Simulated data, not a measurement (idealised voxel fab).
Module name: voxel self aligned vias (process module)
Square cells of 5 nm make up the cross-section cut, whose width is 220 nm.
Square cells in a grid make up a cross-section in this document, and the grid is given as bands, listed from the top down, each one or more rows of cells. First you get the band's top height and its bottom height, in nm, and then the materials it's made of, left to right, with each width in nm. If you see a single material with "edge to edge", that one covers the band edge to edge. "air" is empty space. Heights are measured from 0, the level below which the as-received wafer is all one material; the lowest band has no bottom and continues downward, written as in "0 and below". Width: "30->40" (first number = top row, second number = bottom row, same change from row to row of cells). The designation "remained the same", where it is given for a processing step, indicates that no cell of the cross-section was altered in the course of that step. Listed in "Listed closed voids": every empty space of 8 or more cells without an open way to the top. Form: width x height at distance, the distance being from the left edge, all in nm. Read whatever lies past the settings on a step's line as the simulator's own remark about the step. overlay nm: on a step with a mask, how far right of its planned place the mask lay; negative means left.
[Process steps (planned)]
1,RECEIVE (material Si)
2,CONFORMAL_DEP (material SiO2; thk nm 15)
3,CONFORMAL_DEP (material SiCN; thk nm 5)
4,DIRECTIONAL_DEP (material SiO2; thk nm 25)
5,DIRECTIONAL_DEP (material aC; thk nm 10)
6,PATTERN (tone open; mask id LINES; material resist; width nm 30; pitch nm 70; thk nm 25; overlay nm 0)
7,DIRECTIONAL_ETCH (etch materials aC; depth nm 10)
8,STRIP (etch materials resist)
9,DIRECTIONAL_ETCH (etch materials SiO2; depth nm 25)
10,STRIP (etch materials aC)
11,CONFORMAL_DEP (material TiN; thk nm 5)
12,FILL_DEP (material Ru; thk nm 10)
13,CMP (height nm 45)
14,SELECTIVE_ETCH (etch materials W Ru TiN; depth nm 10)
15,FILL_DEP (material SiN; thk nm 10)
16,CMP (height nm 45)
17,DIRECTIONAL_DEP (material SiO2; thk nm 15)
18,MASKED_ETCH (tone open; mask id VIAS; width nm 50; pitch nm 70; etch materials SiO2; depth nm 15; overlay nm 0)
19,MASKED_ETCH (tone open; mask id VIAS; width nm 50; pitch nm 70; etch materials SiN; depth nm 10; overlay nm 0)
20,CONFORMAL_DEP (material TiN; thk nm 5)
21,FILL_DEP (material Cu; thk nm 5)
22,CMP (height nm 60)
23,CONFORMAL_DEP (material SiCN; thk nm 5)
[Concerning the first of two wafers, which was run in accordance with the plan]
[Incoming wafer in cross-section (state: after step 1)]
* 0 and below  Si edge to edge
* Listed closed voids: none
[Step 2 complete: cross-section through the wafer]
* 15 down to 0  SiO2 edge to edge
* Under 0: no change, same as before.
[Step 3 complete: cross-section through the wafer]
* 20 down to 15  SiCN edge to edge
* Under 15: no change, same as before.
[Step 4 complete: cross-section through the wafer]
* 45 down to 20  SiO2 edge to edge
* Under 20: no change, same as before.
[Step 5 complete: cross-section through the wafer]
* 55 down to 45  aC edge to edge
* Under 45: no change, same as before.
[Step 6 complete: cross-section through the wafer]
* 80 down to 55  60 of resist | 30 of air | 40 of resist | 30 of air | 60 of resist
* Under 55: no change, same as before.
[Step 7 complete: cross-section through the wafer]
* 70 down to 55  60 of resist | 30 of air | 40 of resist | 30 of air | 60 of resist
* 55 down to 45  60 of aC | 30 of air | 40 of aC | 30 of air | 60 of aC
* Under 45: no change, same as before.
[Step 8 complete: cross-section through the wafer]
* 55 down to 45  60 of aC | 30 of air | 40 of aC | 30 of air | 60 of aC
* Under 45: no change, same as before.
[Step 9 complete: cross-section through the wafer]
* 55 down to 45  60 of aC | 30 of air | 40 of aC | 30 of air | 60 of aC
* 45 down to 20  60 of SiO2 | 30 of air | 40 of SiO2 | 30 of air | 60 of SiO2
* Under 20: no change, same as before.
[Step 10 complete: cross-section through the wafer]
* 45 down to 20  60 of SiO2 | 30 of air | 40 of SiO2 | 30 of air | 60 of SiO2
* Under 20: no change, same as before.
[Step 11 complete: cross-section through the wafer]
* 50 down to 45  65 of TiN | 20 of air | 50 of TiN | 20 of air | 65 of TiN
* 45 down to 25  60 of SiO2 | 5 of TiN | 20 of air | 5 of TiN | 40 of SiO2 | 5 of TiN | 20 of air | 5 of TiN | 60 of SiO2
* 25 down to 20  60 of SiO2 | 30 of TiN | 40 of SiO2 | 30 of TiN | 60 of SiO2
* Under 20: no change, same as before.
[Step 12 complete: cross-section through the wafer]
* 60 down to 50  Ru edge to edge
* 50 down to 45  65 of TiN | 20 of Ru | 50 of TiN | 20 of Ru | 65 of TiN
* 45 down to 25  60 of SiO2 | 5 of TiN | 20 of Ru | 5 of TiN | 40 of SiO2 | 5 of TiN | 20 of Ru | 5 of TiN | 60 of SiO2
* Under 25: no change, same as before.
[Step 13 complete: cross-section through the wafer]
* 45 down to 25  60 of SiO2 | 5 of TiN | 20 of Ru | 5 of TiN | 40 of SiO2 | 5 of TiN | 20 of Ru | 5 of TiN | 60 of SiO2
* Under 25: no change, same as before.
[Step 14 complete: cross-section through the wafer]
* 45 down to 35  60 of SiO2 | 30 of air | 40 of SiO2 | 30 of air | 60 of SiO2
* Under 35: no change, same as before.
[Step 15 complete: cross-section through the wafer]
* 55 down to 45  SiN edge to edge
* 45 down to 35  60 of SiO2 | 30 of SiN | 40 of SiO2 | 30 of SiN | 60 of SiO2
* Under 35: no change, same as before.
[Step 16 complete: cross-section through the wafer]
* 45 down to 35  60 of SiO2 | 30 of SiN | 40 of SiO2 | 30 of SiN | 60 of SiO2
* Under 35: no change, same as before.
[Step 17 complete: cross-section through the wafer]
* 60 down to 45  SiO2 edge to edge
* Under 45: no change, same as before.
[Step 18 complete: cross-section through the wafer]
* 60 down to 45  50 of SiO2 | 50 of air | 20 of SiO2 | 50 of air | 50 of SiO2
* Under 45: no change, same as before.
[Step 19 complete: cross-section through the wafer]
* 60 down to 45  50 of SiO2 | 50 of air | 20 of SiO2 | 50 of air | 50 of SiO2
* 45 down to 35  60 of SiO2 | 30 of air | 40 of SiO2 | 30 of air | 60 of SiO2
* Under 35: no change, same as before.
[Step 20 complete: cross-section through the wafer]
* 65 down to 60  55 of TiN | 40 of air | 30 of TiN | 40 of air | 55 of TiN
* 60 down to 50  50 of SiO2 | 5 of TiN | 40 of air | 5 of TiN | 20 of SiO2 | 5 of TiN | 40 of air | 5 of TiN | 50 of SiO2
* 50 down to 40  50->60 of SiO2 | 15->5 of TiN | 20 of air | 15->5 of TiN | 20->40 of SiO2 | 15->5 of TiN | 20 of air | 15->5 of TiN | 50->60 of SiO2
* 40 down to 35  60 of SiO2 | 30 of TiN | 40 of SiO2 | 30 of TiN | 60 of SiO2
* Under 35: no change, same as before.
[Step 21 complete: cross-section through the wafer]
* 70 down to 65  Cu edge to edge
* 65 down to 60  55 of TiN | 40 of Cu | 30 of TiN | 40 of Cu | 55 of TiN
* 60 down to 50  50 of SiO2 | 5 of TiN | 40 of Cu | 5 of TiN | 20 of SiO2 | 5 of TiN | 40 of Cu | 5 of TiN | 50 of SiO2
* 50 down to 40  50->60 of SiO2 | 15->5 of TiN | 20 of Cu | 15->5 of TiN | 20->40 of SiO2 | 15->5 of TiN | 20 of Cu | 15->5 of TiN | 50->60 of SiO2
* Under 40: no change, same as before.
[Step 22 complete: cross-section through the wafer]
* 60 down to 50  50 of SiO2 | 5 of TiN | 40 of Cu | 5 of TiN | 20 of SiO2 | 5 of TiN | 40 of Cu | 5 of TiN | 50 of SiO2
* Under 50: no change, same as before.
[Step 23 complete: cross-section through the wafer]
* 65 down to 60  SiCN edge to edge
* Under 60: no change, same as before.
[Notes, second wafer: start = first wafer's, plan = first wafer's, execution had one mistake; history identical to first through step 17]
[Cross-section of the second wafer at the time step 18 of the plan should have ended]
* 60 down to 45  55 of SiO2 | 45 of air | 25 of SiO2 | 45 of air | 50 of SiO2
* Under 45: no change, same as before.
[Cross-section of the second wafer at the time step 19 of the plan should have ended]
* 60 down to 45  55 of SiO2 | 45 of air | 25 of SiO2 | 45 of air | 50 of SiO2
* 45 down to 35  60 of SiO2 | 30 of air | 40 of SiO2 | 30 of air | 60 of SiO2
* Under 35: no change, same as before.
[Cross-section of the second wafer at the time step 20 of the plan should have ended]
* 65 down to 60  60 of TiN | 35 of air | 35 of TiN | 35 of air | 55 of TiN
* 60 down to 50  55 of SiO2 | 5 of TiN | 35 of air | 5 of TiN | 25 of SiO2 | 5 of TiN | 35 of air | 5 of TiN | 50 of SiO2
* 50 down to 40  55->60 of SiO2 | 10->5 of TiN | 20 of air | 15->5 of TiN | 25->40 of SiO2 | 10->5 of TiN | 20 of air | 15->5 of TiN | 50->60 of SiO2
* 40 down to 35  60 of SiO2 | 30 of TiN | 40 of SiO2 | 30 of TiN | 60 of SiO2
* Under 35: no change, same as before.
[Cross-section of the second wafer at the time step 21 of the plan should have ended]
* 70 down to 65  Cu edge to edge
* 65 down to 60  60 of TiN | 35 of Cu | 35 of TiN | 35 of Cu | 55 of TiN
* 60 down to 50  55 of SiO2 | 5 of TiN | 35 of Cu | 5 of TiN | 25 of SiO2 | 5 of TiN | 35 of Cu | 5 of TiN | 50 of SiO2
* 50 down to 40  55->60 of SiO2 | 10->5 of TiN | 20 of Cu | 15->5 of TiN | 25->40 of SiO2 | 10->5 of TiN | 20 of Cu | 15->5 of TiN | 50->60 of SiO2
* Under 40: no change, same as before.
[Cross-section of the second wafer at the time step 22 of the plan should have ended]
* 60 down to 50  55 of SiO2 | 5 of TiN | 35 of Cu | 5 of TiN | 25 of SiO2 | 5 of TiN | 35 of Cu | 5 of TiN | 50 of SiO2
* Under 50: no change, same as before.
[Cross-section of the second wafer at the time step 23 of the plan should have ended]
* 65 down to 60  SiCN edge to edge
* Under 60: no change, same as before.
What broke from the plan during processing? step 18 was processed under conditions differing from the plan, specifically as MASKED_ETCH (tone open; mask id VIAS; width nm 45; pitch nm 70; etch materials SiO2; depth nm 15; overlay nm 0)
At the finish, the second wafer shows more or fewer cells for some materials than the first does: 4 fewer of Cu | 6 more of SiO2 | 2 fewer of TiN
